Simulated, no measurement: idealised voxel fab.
process module | voxel wiring stack
cross-section cut | 165 nm wide | cells 5 nm
A cross-section is a grid of square cells, given in bands from the top down. A band is one or more rows of cells.
Each band's line starts with the height of the band's top and of its bottom, in nm. Then come its materials from left to right, each with its width in nm. One material with "throughout" fills the band from edge to edge. "air" is empty space.
Height 0 is the level under which the wafer as received is all one material. The lowest band goes on downwards, as in "0 down".
A width such as "30 to 40" changes by the same amount from each row of cells to the next, from the band's top row to its bottom row.
"no change" after a step means that no cell of the cross-section changed.
closed voids: empty space of 8 cells or more with no open way to the top, each as width x height at its distance from the left edge, in nm
after a step's settings: what the simulator itself notes on the step
overlay nm, on a step with a mask: how far to the right of its planned place the mask lay; to the left if negative
plan
1 op RECEIVE | material Si
2 op CONFORMAL_DEP | material SiO2 | thk nm 10
3 op CONFORMAL_DEP | material SiCN | thk nm 5
4 op DIRECTIONAL_DEP | material lowk | thk nm 20
5 op MASKED_ETCH | tone open | mask id METAL_1 | width nm 20 | pitch nm 35 | etch materials lowk | depth nm 20 | overlay nm 0
6 op MASKED_ETCH | tone open | mask id METAL_1 | width nm 20 | pitch nm 35 | etch materials SiCN | depth nm 5 | overlay nm 0
7 op CONFORMAL_DEP | material TiN | thk nm 5
8 op FILL_DEP | material Ru | thk nm 10
9 op CMP | height nm 35
10 op CONFORMAL_DEP | material SiCN | thk nm 5
11 op DIRECTIONAL_DEP | material SiO2 | thk nm 35
12 op MASKED_ETCH | tone open | mask id METAL_2 | width nm 20 | pitch nm 35 | etch materials SiO2 | depth nm 20 | overlay nm 0
13 op MASKED_ETCH | tone open | mask id METAL_2_HOLES | width nm 15 | pitch nm 70 | etch materials SiO2 | depth nm 15 | overlay nm 0
14 op MASKED_ETCH | tone open | mask id METAL_2_HOLES | width nm 15 | pitch nm 70 | etch materials SiCN | depth nm 5 | overlay nm 0
15 op CONFORMAL_DEP | material TiN | thk nm 5
16 op FILL_DEP | material Cu | thk nm 5
17 op CMP | height nm 75
18 op CONFORMAL_DEP | material SiCN | thk nm 5
first wafer, as planned
as received, after step 1
  0 down: Si throughout
  closed voids: none
after step 2
  10 to 0: SiO2 throughout
  below 0: unchanged
after step 3
  15 to 10: SiCN throughout
  below 10: unchanged
after step 4
  35 to 15: lowk throughout
  below 15: unchanged
after step 5
  35 to 15: lowk 35 | air 20 | lowk 15 | air 20 | lowk 15 | air 20 | lowk 40
  below 15: unchanged
after step 6
  35 to 15: lowk 35 | air 20 | lowk 15 | air 20 | lowk 15 | air 20 | lowk 40
  15 to 10: SiCN 35 | air 20 | SiCN 15 | air 20 | SiCN 15 | air 20 | SiCN 40
  below 10: unchanged
after step 7
  40 to 35: TiN 40 | air 10 | TiN 25 | air 10 | TiN 25 | air 10 | TiN 45
  35 to 15: lowk 35 | TiN 5 | air 10 | TiN 5 | lowk 15 | TiN 5 | air 10 | TiN 5 | lowk 15 | TiN 5 | air 10 | TiN 5 | lowk 40
  15 to 10: SiCN 35 | TiN 20 | SiCN 15 | TiN 20 | SiCN 15 | TiN 20 | SiCN 40
  below 10: unchanged
after step 8
  50 to 40: Ru throughout
  40 to 35: TiN 40 | Ru 10 | TiN 25 | Ru 10 | TiN 25 | Ru 10 | TiN 45
  35 to 15: lowk 35 | TiN 5 | Ru 10 | TiN 5 | lowk 15 | TiN 5 | Ru 10 | TiN 5 | lowk 15 | TiN 5 | Ru 10 | TiN 5 | lowk 40
  below 15: unchanged
after step 9
  35 to 15: lowk 35 | TiN 5 | Ru 10 | TiN 5 | lowk 15 | TiN 5 | Ru 10 | TiN 5 | lowk 15 | TiN 5 | Ru 10 | TiN 5 | lowk 40
  below 15: unchanged
after step 10
  40 to 35: SiCN throughout
  below 35: unchanged
after step 11
  75 to 40: SiO2 throughout
  below 40: unchanged
after step 12
  75 to 55: SiO2 35 | air 20 | SiO2 15 | air 20 | SiO2 15 | air 20 | SiO2 40
  below 55: unchanged
after step 13
  75 to 55: SiO2 35 | air 20 | SiO2 15 | air 20 | SiO2 15 | air 20 | SiO2 40
  55 to 40: SiO2 35 | air 15 | SiO2 55 | air 15 | SiO2 45
  below 40: unchanged
after step 14
  75 to 55: SiO2 35 | air 20 | SiO2 15 | air 20 | SiO2 15 | air 20 | SiO2 40
  55 to 40: SiO2 35 | air 15 | SiO2 55 | air 15 | SiO2 45
  40 to 35: SiCN 35 | air 15 | SiCN 55 | air 15 | SiCN 45
  below 35: unchanged
after step 15
  80 to 75: TiN 40 | air 10 | TiN 25 | air 10 | TiN 25 | air 10 | TiN 45
  75 to 60: SiO2 35 | TiN 5 | air 10 | TiN 5 | SiO2 15 | TiN 5 | air 10 | TiN 5 | SiO2 15 | TiN 5 | air 10 | TiN 5 | SiO2 40
  60 to 55: SiO2 35 | TiN 5 | air 5 | TiN 10 | SiO2 15 | TiN 20 | SiO2 15 | TiN 5 | air 5 | TiN 10 | SiO2 40
  55 to 40: SiO2 35 | TiN 5 | air 5 | TiN 5 | SiO2 55 | TiN 5 | air 5 | TiN 5 | SiO2 45
  40 to 35: SiCN 35 | TiN 15 | SiCN 55 | TiN 15 | SiCN 45
  below 35: unchanged
after step 16
  85 to 80: Cu throughout
  80 to 75: TiN 40 | Cu 10 | TiN 25 | Cu 10 | TiN 25 | Cu 10 | TiN 45
  75 to 60: SiO2 35 | TiN 5 | Cu 10 | TiN 5 | SiO2 15 | TiN 5 | Cu 10 | TiN 5 | SiO2 15 | TiN 5 | Cu 10 | TiN 5 | SiO2 40
  60 to 55: SiO2 35 | TiN 5 | Cu 5 | TiN 10 | SiO2 15 | TiN 20 | SiO2 15 | TiN 5 | Cu 5 | TiN 10 | SiO2 40
  55 to 40: SiO2 35 | TiN 5 | Cu 5 | TiN 5 | SiO2 55 | TiN 5 | Cu 5 | TiN 5 | SiO2 45
  below 40: unchanged
after step 17
  75 to 60: SiO2 35 | TiN 5 | Cu 10 | TiN 5 | SiO2 15 | TiN 5 | Cu 10 | TiN 5 | SiO2 15 | TiN 5 | Cu 10 | TiN 5 | SiO2 40
  below 60: unchanged
after step 18
  80 to 75: SiCN throughout
  below 75: unchanged
second wafer: like start, like plan, one mistake. Through step 11 it matches the first wafer
when step 12 should have ended
  75 to 55: SiO2 25 | air 20 | SiO2 15 | air 20 | SiO2 15 | air 20 | SiO2 50
  below 55: unchanged
when step 13 should have ended
  75 to 60: SiO2 25 | air 25 | SiO2 10 | air 20 | SiO2 15 | air 25 | SiO2 45
  60 to 55: SiO2 25 | air 20 | SiO2 15 | air 20 | SiO2 15 | air 20 | SiO2 50
  55 to 40: SiO2 35 | air 10 | SiO2 60 | air 10 | SiO2 50
  below 40: unchanged
when step 14 should have ended
  75 to 60: SiO2 25 | air 25 | SiO2 10 | air 20 | SiO2 15 | air 25 | SiO2 45
  60 to 55: SiO2 25 | air 20 | SiO2 15 | air 20 | SiO2 15 | air 20 | SiO2 50
  55 to 40: SiO2 35 | air 10 | SiO2 60 | air 10 | SiO2 50
  40 to 35: SiCN 35 | air 10 | SiCN 60 | air 10 | SiCN 50
  below 35: unchanged
when step 15 should have ended
  80 to 75: TiN 30 | air 15 | TiN 20 | air 10 | TiN 25 | air 15 | TiN 50
  75 to 65: SiO2 25 | TiN 5 | air 15 | TiN 5 | SiO2 10 | TiN 5 | air 10 | TiN 5 | SiO2 15 | TiN 5 | air 15 | TiN 5 | SiO2 45
  65 to 60: SiO2 25 | TiN 5 | air 10 | TiN 10 | SiO2 10 | TiN 5 | air 10 | TiN 5 | SiO2 15 | TiN 5 | air 10 | TiN 10 | SiO2 45
  60 to 55: SiO2 25 | TiN 20 | SiO2 15 | TiN 20 | SiO2 15 | TiN 20 | SiO2 50
  55 to 40: SiO2 35 | TiN 10 | SiO2 60 | TiN 10 | SiO2 50
  40 to 35: SiCN 35 | TiN 10 | SiCN 60 | TiN 10 | SiCN 50
  below 35: unchanged
when step 16 should have ended
  85 to 80: Cu throughout
  80 to 75: TiN 30 | Cu 15 | TiN 20 | Cu 10 | TiN 25 | Cu 15 | TiN 50
  75 to 65: SiO2 25 | TiN 5 | Cu 15 | TiN 5 | SiO2 10 | TiN 5 | Cu 10 | TiN 5 | SiO2 15 | TiN 5 | Cu 15 | TiN 5 | SiO2 45
  65 to 60: SiO2 25 | TiN 5 | Cu 10 | TiN 10 | SiO2 10 | TiN 5 | Cu 10 | TiN 5 | SiO2 15 | TiN 5 | Cu 10 | TiN 10 | SiO2 45
  below 60: unchanged
when step 17 should have ended
  75 to 65: SiO2 25 | TiN 5 | Cu 15 | TiN 5 | SiO2 10 | TiN 5 | Cu 10 | TiN 5 | SiO2 15 | TiN 5 | Cu 15 | TiN 5 | SiO2 45
  below 65: unchanged
when step 18 should have ended
  80 to 75: SiCN throughout
  below 75: unchanged
what went wrong: step 12 ran as: op MASKED_ETCH | tone open | mask id METAL_2 | width nm 20 | pitch nm 35 | etch materials SiO2 | depth nm 20 | overlay nm -10
at the end the second wafer has, in cells: 4 fewer of Cu | 2 more of SiCN | 2 more of TiN
